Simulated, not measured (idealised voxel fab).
The process module presented herein is designated voxel transistor to metal.
Section cut is 260 nm wide and gridded with 5 nm square cells.
Think of the cross-section as a grid of square cells. We describe it in bands, top to bottom, and each band covers one or more rows of those cells.
Band entry format. Leading values: height of top, height of bottom, nm. Remainder: materials in left-to-right order, each with its width in nm. Special words: "throughout" on a single material, which then fills the band edge to edge; "empty", empty space.
Note: height 0 marks the level under which the wafer is uniformly one material as received. Lowest band unbounded below, written "0 down".
With a width like "30 to 40", each row of cells in the band differs from the next by the same amount, the top row carrying the first number and the bottom row the second.
The cross-section has no changed cell in any step marked "nothing was modified".
The entry "Enclosed voids" lists the empty spaces that cover at least 8 cells and have no open path to the top. Each is written as width x height at distance, where the distance is measured from the left edge and all three values are in nm.
Note: text after step settings on the step line = simulator remark on that step.
overlay nm: right-of-plan distance of the mask on a masked step; negative values mean left-of-plan.
**This section lists the process steps that were planned**
- 1: RECEIVE (material Si)
- 2: OXIDIZE (depth nm 5)
- 3: CONFORMAL_DEP (material SiN; thk nm 15)
- 4: PATTERN (tone cover; mask id ACTIVE; material resist; width nm 95; pitch nm 125; thk nm 15; overlay nm 0)
- 5: DIRECTIONAL_ETCH (etch materials SiN; depth nm 15)
- 6: DIRECTIONAL_ETCH (etch materials SiO2; depth nm 5)
- 7: DIRECTIONAL_ETCH (etch materials Si; depth nm 30)
- 8: STRIP (etch materials resist)
- 9: OXIDIZE (depth nm 5)
- 10: FILL_DEP (material SiO2; thk nm 10)
- 11: CMP (height nm 15)
- 12: SELECTIVE_ETCH (etch materials SiO2; depth nm 10)
- 13: STRIP (etch materials SiN)
- 14: SELECTIVE_ETCH (etch materials SiO2; depth nm 5)
- 15: OXIDIZE (depth nm 5)
- 16: DIRECTIONAL_DEP (material polySi; thk nm 25)
- 17: DIRECTIONAL_DEP (material SiCN; thk nm 15)
- 18: MASKED_ETCH (tone cover; mask id GATE; width nm 25; pitch nm 125; etch materials SiCN; depth nm 25; overlay nm 0)
- 19: MASKED_ETCH (tone cover; mask id GATE; width nm 25; pitch nm 125; etch materials polySi; depth nm 35; overlay nm 0)
- 20: CONFORMAL_DEP (material SiN; thk nm 5)
- 21: DIRECTIONAL_ETCH (etch materials SiN; depth nm 5)
- 22: DIRECTIONAL_ETCH (etch materials SiO2; depth nm 5)
- 23: DIRECTIONAL_ETCH (etch materials Si; depth nm 15)
- 24: EPI (material SiGe; thk nm 15)
- 25: FILL_DEP (material SiO2; thk nm 5)
- 26: CMP (height nm 35)
- 27: DIRECTIONAL_DEP (material SiO2; thk nm 15)
- 28: MASKED_ETCH (tone open; mask id CONTACT; width nm 25; etch materials SiO2; depth nm 60; overlay nm 0)
- 29: CONFORMAL_DEP (material TiN; thk nm 5)
- 30: FILL_DEP (material W; thk nm 5)
- 31: CMP (height nm 50)
- 32: CONFORMAL_DEP (material SiN; thk nm 5)
- 33: DIRECTIONAL_DEP (material SiO2; thk nm 15)
- 34: DIRECTIONAL_DEP (material aC; thk nm 15)
- 35: PATTERN (tone open; mask id METAL_1; material resist; width nm 15; thk nm 30; overlay nm 0)
- 36: DIRECTIONAL_ETCH (etch materials aC; depth nm 15)
- 37: STRIP (etch materials resist)
- 38: DIRECTIONAL_ETCH (etch materials SiO2; depth nm 15)
- 39: DIRECTIONAL_ETCH (etch materials SiN; depth nm 5)
- 40: STRIP (etch materials aC)
- 41: CONFORMAL_DEP (material TiN; thk nm 5)
- 42: FILL_DEP (material Cu; thk nm 10)
- 43: CMP (height nm 70)
- 44: CONFORMAL_DEP (material SiN; thk nm 5)
**Cross-section of the incoming wafer, state after step 1**
> 0 down | Si throughout
> Enclosed voids: none
**Cross-sectional view of the first of the two wafers upon completion of the module, processed in accordance with the plan**
> 75 to 70 | SiN throughout
> 70 to 55 | SiO2 25 nm | TiN 5 nm | Cu 5 nm | TiN 5 nm | SiO2 55 nm | TiN 5 nm | Cu 5 nm | TiN 5 nm | SiO2 40 nm | TiN 5 nm | Cu 5 nm | TiN 5 nm | SiO2 55 nm | TiN 5 nm | Cu 5 nm | TiN 5 nm | SiO2 25 nm
> 55 to 50 | SiN 25 nm | TiN 15 nm | SiN 55 nm | TiN 15 nm | SiN 40 nm | TiN 15 nm | SiN 55 nm | TiN 15 nm | SiN 25 nm
> 50 to 35 | SiO2 25 nm | TiN 5 nm | W 15 nm | TiN 5 nm | SiO2 35 nm | TiN 5 nm | W 15 nm | TiN 5 nm | SiO2 40 nm | TiN 5 nm | W 15 nm | TiN 5 nm | SiO2 35 nm | TiN 5 nm | W 15 nm | TiN 5 nm | SiO2 25 nm
> 35 to 20 | SiO2 25 nm | TiN 5 nm | W 15 nm | TiN 5 nm | SiN 5 nm | SiCN 25 nm | SiN 5 nm | TiN 5 nm | W 15 nm | TiN 5 nm | SiO2 40 nm | TiN 5 nm | W 15 nm | TiN 5 nm | SiN 5 nm | SiCN 25 nm | SiN 5 nm | TiN 5 nm | W 15 nm | TiN 5 nm | SiO2 25 nm
> 20 to 10 | SiO2 25 nm | TiN 5 nm | W 15 nm | TiN 5 nm | SiN 5 nm | polySi 25 nm | SiN 5 nm | TiN 5 nm | W 15 nm | TiN 5 nm | SiO2 40 nm | TiN 5 nm | W 15 nm | TiN 5 nm | SiN 5 nm | polySi 25 nm | SiN 5 nm | TiN 5 nm | W 15 nm | TiN 5 nm | SiO2 25 nm
> 10 to 5 | SiO2 25 nm | TiN 25 nm | SiN 5 nm | polySi 25 nm | SiN 5 nm | TiN 25 nm | SiO2 40 nm | TiN 25 nm | SiN 5 nm | polySi 25 nm | SiN 5 nm | TiN 25 nm | SiO2 25 nm
> 5 to 0 | SiO2 25 nm | TiN 10 nm | SiGe 15 nm | SiN 5 nm | polySi 25 nm | SiN 5 nm | SiGe 15 nm | TiN 10 nm | SiO2 40 nm | TiN 10 nm | SiGe 15 nm | SiN 5 nm | polySi 25 nm | SiN 5 nm | SiGe 15 nm | TiN 10 nm | SiO2 25 nm
> 0 to -5 | SiO2 15 nm | SiN 5 nm | SiO2 5 nm | TiN 10 nm | SiGe 15 nm | SiN 5 nm | polySi 25 nm | SiN 5 nm | SiGe 15 nm | TiN 10 nm | SiO2 5 nm | SiN 5 nm | SiO2 20 nm | SiN 5 nm | SiO2 5 nm | TiN 10 nm | SiGe 15 nm | SiN 5 nm | polySi 25 nm | SiN 5 nm | SiGe 15 nm | TiN 10 nm | SiO2 5 nm | SiN 5 nm | SiO2 15 nm
> -5 to -10 | SiO2 25 nm | TiN 10 nm | SiGe 15 nm | SiO2 35 nm | SiGe 15 nm | TiN 10 nm | SiO2 40 nm | TiN 10 nm | SiGe 15 nm | SiO2 35 nm | SiGe 15 nm | TiN 10 nm | SiO2 25 nm
> -10 to -25 | SiO2 25 nm | SiGe 25 nm | Si 35 nm | SiGe 25 nm | SiO2 40 nm | SiGe 25 nm | Si 35 nm | SiGe 25 nm | SiO2 25 nm
> -25 to -40 | SiO2 25 nm | Si 85 nm | SiO2 40 nm | Si 85 nm | SiO2 25 nm
> -40 down | Si throughout
> Enclosed voids: none
**Wafer two cross-section, module end. Start and plan unchanged from wafer one; one mistake made during the run**
> 75 to 70 | SiN throughout
> 70 to 55 | SiO2 25 nm | TiN 5 nm | Cu 5 nm | TiN 5 nm | SiO2 55 nm | TiN 5 nm | Cu 5 nm | TiN 5 nm | SiO2 40 nm | TiN 5 nm | Cu 5 nm | TiN 5 nm | SiO2 55 nm | TiN 5 nm | Cu 5 nm | TiN 5 nm | SiO2 25 nm
> 55 to 50 | SiN 25 nm | TiN 15 nm | SiN 55 nm | TiN 15 nm | SiN 40 nm | TiN 15 nm | SiN 55 nm | TiN 15 nm | SiN 25 nm
> 50 to 35 | SiO2 30 nm | TiN 5 nm | W 10 nm | TiN 5 nm | SiO2 40 nm | TiN 5 nm | W 10 nm | TiN 5 nm | SiO2 45 nm | TiN 5 nm | W 10 nm | TiN 5 nm | SiO2 40 nm | TiN 5 nm | W 10 nm | TiN 5 nm | SiO2 25 nm
> 35 to 20 | SiO2 30 nm | TiN 5 nm | W 10 nm | TiN 5 nm | SiN 5 nm | SiCN 25 nm | SiN 5 nm | SiO2 5 nm | TiN 5 nm | W 10 nm | TiN 5 nm | SiO2 45 nm | TiN 5 nm | W 10 nm | TiN 5 nm | SiN 5 nm | SiCN 25 nm | SiN 5 nm | SiO2 5 nm | TiN 5 nm | W 10 nm | TiN 5 nm | SiO2 25 nm
> 20 to 10 | SiO2 30 nm | TiN 5 nm | W 10 nm | TiN 5 nm | SiN 5 nm | polySi 25 nm | SiN 5 nm | SiO2 5 nm | TiN 5 nm | W 10 nm | TiN 5 nm | SiO2 45 nm | TiN 5 nm | W 10 nm | TiN 5 nm | SiN 5 nm | polySi 25 nm | SiN 5 nm | SiO2 5 nm | TiN 5 nm | W 10 nm | TiN 5 nm | SiO2 25 nm
> 10 to 5 | SiO2 30 nm | TiN 20 nm | SiN 5 nm | polySi 25 nm | SiN 5 nm | SiO2 5 nm | TiN 20 nm | SiO2 45 nm | TiN 20 nm | SiN 5 nm | polySi 25 nm | SiN 5 nm | SiO2 5 nm | TiN 20 nm | SiO2 25 nm
> 5 to 0 | SiO2 30 nm | TiN 5 nm | SiGe 15 nm | SiN 5 nm | polySi 25 nm | SiN 5 nm | SiGe 15 nm | TiN 10 nm | SiO2 45 nm | TiN 5 nm | SiGe 15 nm | SiN 5 nm | polySi 25 nm | SiN 5 nm | SiGe 15 nm | TiN 10 nm | SiO2 25 nm
> 0 to -5 | SiO2 15 nm | SiN 5 nm | SiO2 10 nm | TiN 5 nm | SiGe 15 nm | SiN 5 nm | polySi 25 nm | SiN 5 nm | SiGe 15 nm | TiN 10 nm | SiO2 5 nm | SiN 5 nm | SiO2 20 nm | SiN 5 nm | SiO2 10 nm | TiN 5 nm | SiGe 15 nm | SiN 5 nm | polySi 25 nm | SiN 5 nm | SiGe 15 nm | TiN 10 nm | SiO2 5 nm | SiN 5 nm | SiO2 15 nm
> -5 to -10 | SiO2 30 nm | TiN 5 nm | SiGe 15 nm | SiO2 35 nm | SiGe 15 nm | TiN 10 nm | SiO2 45 nm | TiN 5 nm | SiGe 15 nm | SiO2 35 nm | SiGe 15 nm | TiN 10 nm | SiO2 25 nm
> -10 to -25 | SiO2 25 nm | SiGe 25 nm | Si 35 nm | SiGe 25 nm | SiO2 40 nm | SiGe 25 nm | Si 35 nm | SiGe 25 nm | SiO2 25 nm
> -25 to -40 | SiO2 25 nm | Si 85 nm | SiO2 40 nm | Si 85 nm | SiO2 25 nm
> -40 down | Si throughout
> Enclosed voids: none
Deviation noted in wafer processing: step 28 was not run as planned; what actually ran was MASKED_ETCH (tone open; mask id CONTACT; width nm 20; etch materials SiO2; depth nm 60; overlay nm 0)
Bottom line after processing is that, in cells, the second wafer is up or down on some materials versus the first: SiO2 +42, TiN -10, W -32
